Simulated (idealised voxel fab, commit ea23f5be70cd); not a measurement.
Process module heading - voxel self aligned vias
This is section cut - it's 275 nm across, gridded in 5 nm square cells.
A cross-section is written here as square cells arranged in a grid, and it is given in bands from the top down, each band taking up one or more rows of cells. Each band's line starts with the height of the band's top and of its bottom, in nm. Then come its materials from left to right, each with its width in nm. One material with "throughout" fills the band from edge to edge. "empty" is empty space. Height reference: 0 = level under which incoming wafer is all one material. Lowest band: no bottom, runs on downward, e.g. "0 -> down". Read "30..40" as a graded width: first number on top, second number at the bottom, same change between each pair of neighbouring rows. What does "nothing different" mean for a step? It means no cell of the cross-section changed in that step. The list in "Closed internal cavities" covers empty spaces of 8 cells or more that cannot reach the top through any open way, and it gives each as width x height at distance; the distance is from the left edge, and width, height and distance are in nm. Where a step's line continues beyond its settings, the continuation is a remark by the simulator itself on that step. overlay nm: step with mask; distance mask lay right of planned place; negative value = left of planned place.

### Here's what the planned process steps look like
1 RECEIVE with material Si
2 CONFORMAL_DEP with material SiO2, thk nm 15
3 CONFORMAL_DEP with material SiCN, thk nm 5
4 DIRECTIONAL_DEP with material SiO2, thk nm 20
5 MASKED_ETCH with tone open, mask id LINES, width nm 30, pitch nm 55, etch materials SiO2, depth nm 20, overlay nm 0
6 CONFORMAL_DEP with material TiN, thk nm 5
7 FILL_DEP with material Ru, thk nm 10
8 CMP with height nm 40
9 SELECTIVE_ETCH with etch materials W Ru TiN, depth nm 10
10 FILL_DEP with material SiN, thk nm 10
11 CMP with height nm 40
12 DIRECTIONAL_DEP with material SiO2, thk nm 20
13 PATTERN with tone open, mask id VIAS, material resist, width nm 40, pitch nm 110, thk nm 20, overlay nm 0
14 DIRECTIONAL_ETCH with etch materials SiO2, depth nm 10
15 DIRECTIONAL_ETCH with etch materials SiN, depth nm 10
16 STRIP with etch materials resist
17 CONFORMAL_DEP with material TiN, thk nm 5
18 FILL_DEP with material W, thk nm 5
19 CMP with height nm 60
20 CONFORMAL_DEP with material SiCN, thk nm 5
Quick note for whoever runs this: the wafers start identical, but the depth nm at step 14 isn't the same across them. The plan just shows what the first wafer had.

### First of several wafers, received after step 1, in cross-section
  0 -> down = Si throughout
  Closed internal cavities: none

### Table: wafers, a row each; end-of-module cell change per material since receipt, gain (+), loss (-); then closed voids
depth nm 10 | +12 Ru | +110 SiCN | +36 SiN | +501 SiO2 | +44 TiN | +12 W | Closed internal cavities: none
depth nm 15 | +12 Ru | +110 SiCN | +36 SiN | +485 SiO2 | +48 TiN | +24 W | Closed internal cavities: none
depth nm 20 | +12 Ru | +110 SiCN | +12 SiN | +469 SiO2 | +60 TiN | +52 W | Closed internal cavities: none
depth nm 25 | +12 Ru | +110 SiCN | +12 SiN | +465 SiO2 | +60 TiN | +56 W | Closed internal cavities: none
depth nm 30 | +12 Ru | +110 SiCN | +12 SiN | +461 SiO2 | +60 TiN | +60 W | Closed internal cavities: none
depth nm 35 | +12 Ru | +110 SiCN | +12 SiN | +457 SiO2 | +64 TiN | +60 W | Closed internal cavities: none
